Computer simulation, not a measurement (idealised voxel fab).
Process module under the name voxel ribs on slabs
For reference, the cross-section in this document is cut, with width 255 nm and square cells of 5 nm.
In this document a cross-section is written as a grid of square cells. It is given as a series of bands, listed from the top down, and a band is one or more rows of cells.
Band: top height; bottom height; in nm. Then, left to right: material with width in nm, for each material. "edge to edge": a single material spanning edge to edge. "air": empty space.
Height reference: 0 = level under which incoming wafer is all one material. Lowest band: no bottom, runs on downward, e.g. "0 down".
The expression "30..40" gives the width at the extremes of the band, the first number at its top row of cells and the second at its bottom row, with the width changing by equal amounts from each row to the next in between.
Where a step carries "no alteration", the cross-section came out of it unchanged, cell for cell.
"Encapsulated voids": sealed empty spaces, 8 cells or more, no open way to top, listed width x height at distance, with distance from the left edge and width, height and distance in nm.
Heads up: the bit after the settings on a step's line is the simulator's remark on that step.
"overlay nm" denotes, for a step that has a mask, the displacement of the mask to the right of its planned place, with negative values corresponding to the left.
PLANNED STEP LIST FOR THE PROCESS
- 1: RECEIVE | material Si
- 2: DIRECTIONAL_DEP | material SiO2 | thk nm 25
- 3: DIRECTIONAL_DEP | material polySi | thk nm 15
- 4: MASKED_ETCH | tone cover | mask id RIB | width nm 30 | etch materials polySi | depth nm 5 | overlay nm 0
- 5: DIRECTIONAL_DEP | material aC | thk nm 10
- 6: PATTERN | tone cover | mask id SLAB | material resist | width nm 70 | thk nm 30 | overlay nm 0
- 7: DIRECTIONAL_ETCH | etch materials aC | depth nm 10
- 8: STRIP | etch materials resist
- 9: DIRECTIONAL_ETCH | etch materials polySi | depth nm 10
- 10: STRIP | etch materials aC
- 11: FILL_DEP | material SiO2 | thk nm 30
- 12: CMP | height nm 60
- 13: DIRECTIONAL_DEP | material TiN | thk nm 10
- 14: MASKED_ETCH | tone cover | mask id HEATER | width nm 40 | etch materials TiN | depth nm 10 | overlay nm 0
- 15: CONFORMAL_DEP | material SiO2 | thk nm 5
HERE'S WHAT THE WAFER LOOKED LIKE IN CROSS-SECTION WHEN IT ARRIVED - THAT'S AFTER STEP 1
    0 down | Si edge to edge
    Encapsulated voids: none
END-OF-MODULE CROSS-SECTION OF THE FIRST OF TWO WAFERS, PROCESSED AS PLANNED
    75 to 70 | 100 of air | 50 of SiO2 | 105 of air
    70 to 65 | 100 of air | 5 of SiO2 | 40 of TiN | 5 of SiO2 | 105 of air
    65 to 60 | 105 of SiO2 | 40 of TiN | 110 of SiO2
    60 to 40 | SiO2 edge to edge
    40 to 35 | 110 of SiO2 | 30 of polySi | 115 of SiO2
    35 to 25 | 90 of SiO2 | 70 of polySi | 95 of SiO2
    25 to 0 | SiO2 edge to edge
    0 down | Si edge to edge
    Encapsulated voids: none
WAFER TWO, SECTIONED AFTER THE MODULE: THE FIRST WAFER'S START, THE FIRST WAFER'S PLAN, AND ONE MISTAKE IN HOW IT WAS RUN
    75 to 70 | 100 of air | 50 of SiO2 | 105 of air
    70 to 65 | 100 of air | 5 of SiO2 | 40 of TiN | 5 of SiO2 | 105 of air
    65 to 60 | 105 of SiO2 | 40 of TiN | 110 of SiO2
    60 to 15 | SiO2 edge to edge
    15 to 0 | polySi edge to edge
    0 down | Si edge to edge
    Encapsulated voids: none
Plan not followed: steps 2 and 3 of the plan were each performed in the slot designated for the other
The closing comparison, in cells, has the second wafer with more or fewer of some materials than the first: SiO2: 119 fewer; polySi: 119 more
